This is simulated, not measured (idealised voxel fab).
Process module heading - voxel spacer lines
The cross-section shown here is cut; it is 195 nm wide and divided into square cells measuring 5 nm on a side.
The cross-sections in this document take the form of a grid made of square cells. They are written out as bands, in order from top to bottom. Each band consists of one or more rows of cells.
Within each band entry, the heights of the top and of the bottom of the band appear first, in that order and in nm; the materials of the band then follow from left to right, each with its corresponding width in nm. The designation "full width" on a single material indicates that it fills the band from edge to edge; the designation "blank" indicates empty space.
A quick word on heights: they are counted from 0, and under that level the wafer as it came to us is one material throughout. The lowest band is different from the rest in having no bottom; it simply continues downward, written as in "0 and below".
Top row gets the first number, bottom row gets the second, and each row in between changes by the same step: that is how a band width like "30..40" works.
Key: "same as before" - step with no changed cell in the cross-section.
Any empty space of 8 cells or more lacking an open way to the top shows up in "closed voids" as width x height at distance, distance from the left edge, in nm.
Read whatever lies past the settings on a step's line as the simulator's own remark about the step.
overlay nm: for a step with a mask, the amount by which the mask lay right of where it was planned; a negative amount means left of it.
BELOW IS THE LIST OF PLANNED PROCESS STEPS
step 1: RECEIVE (material Si)
step 2: CONFORMAL_DEP (material Al2O3; thk nm 10)
step 3: DIRECTIONAL_DEP (material W; thk nm 15)
step 4: DIRECTIONAL_DEP (material polySi; thk nm 25)
step 5: PATTERN (tone cover; mask id MANDREL; material resist; width nm 20; pitch nm 60; thk nm 30; overlay nm -10)
step 6: DIRECTIONAL_ETCH (etch materials polySi; depth nm 25)
step 7: STRIP (etch materials resist)
step 8: CONFORMAL_DEP (material SiO2; thk nm 10)
step 9: DIRECTIONAL_ETCH (etch materials SiO2; depth nm 10)
step 10: STRIP (etch materials polySi)
step 11: DIRECTIONAL_ETCH (etch materials W; depth nm 15)
step 12: STRIP (etch materials SiO2)
Wafer-to-wafer difference: overlay nm, step 5. Common start. Plan = first wafer's value.
AS-RECEIVED STATE AFTER STEP 1, FIRST OF SEVERAL WAFERS, CROSS-SECTION
> 0 and below = Si full width
> closed voids: none
HERE IS THE CROSS-SECTION OF THE FIRST OF SEVERAL WAFERS AT THE END OF THE MODULE, AFTER ITS LAST STEP, STEP 12
> 25 down to 10 = blank: 5; W: 10; blank: 20; W: 10; blank: 20; W: 10; blank: 20; W: 10; blank: 20; W: 10; blank: 20; W: 10; blank: 30
> 10 down to 0 = Al2O3 full width
> 0 and below = Si full width
> closed voids: none
CROSS-SECTIONAL VIEW, END OF MODULE, LAST WAFER OF SEVERAL
> 25 down to 10 = blank: 30; W: 10; blank: 20; W: 10; blank: 20; W: 10; blank: 20; W: 10; blank: 20; W: 10; blank: 20; W: 10; blank: 5
> 10 down to 0 = Al2O3 full width
> 0 and below = Si full width
> closed voids: none
THE ROWS OF THE TABLE BELOW ARE WAFERS. LOOKING AT THE END OF THE MODULE, A ROW COUNTS, FOR EVERY MATERIAL, THE CELLS THE WAFER HAS GAINED, SHOWN AS (+), OR LOST, SHOWN AS (-), SINCE IT WAS RECEIVED; ITS CLOSED VOIDS COME NEXT
overlay nm -10, +78 Al2O3, +36 W, closed voids: none
overlay nm -5, +78 Al2O3, +36 W, closed voids: none
overlay nm 0, +78 Al2O3, +36 W, closed voids: none
overlay nm 5, +78 Al2O3, +36 W, closed voids: none
overlay nm 10, +78 Al2O3, +36 W, closed voids: none
overlay nm 15, +78 Al2O3, +36 W, closed voids: none
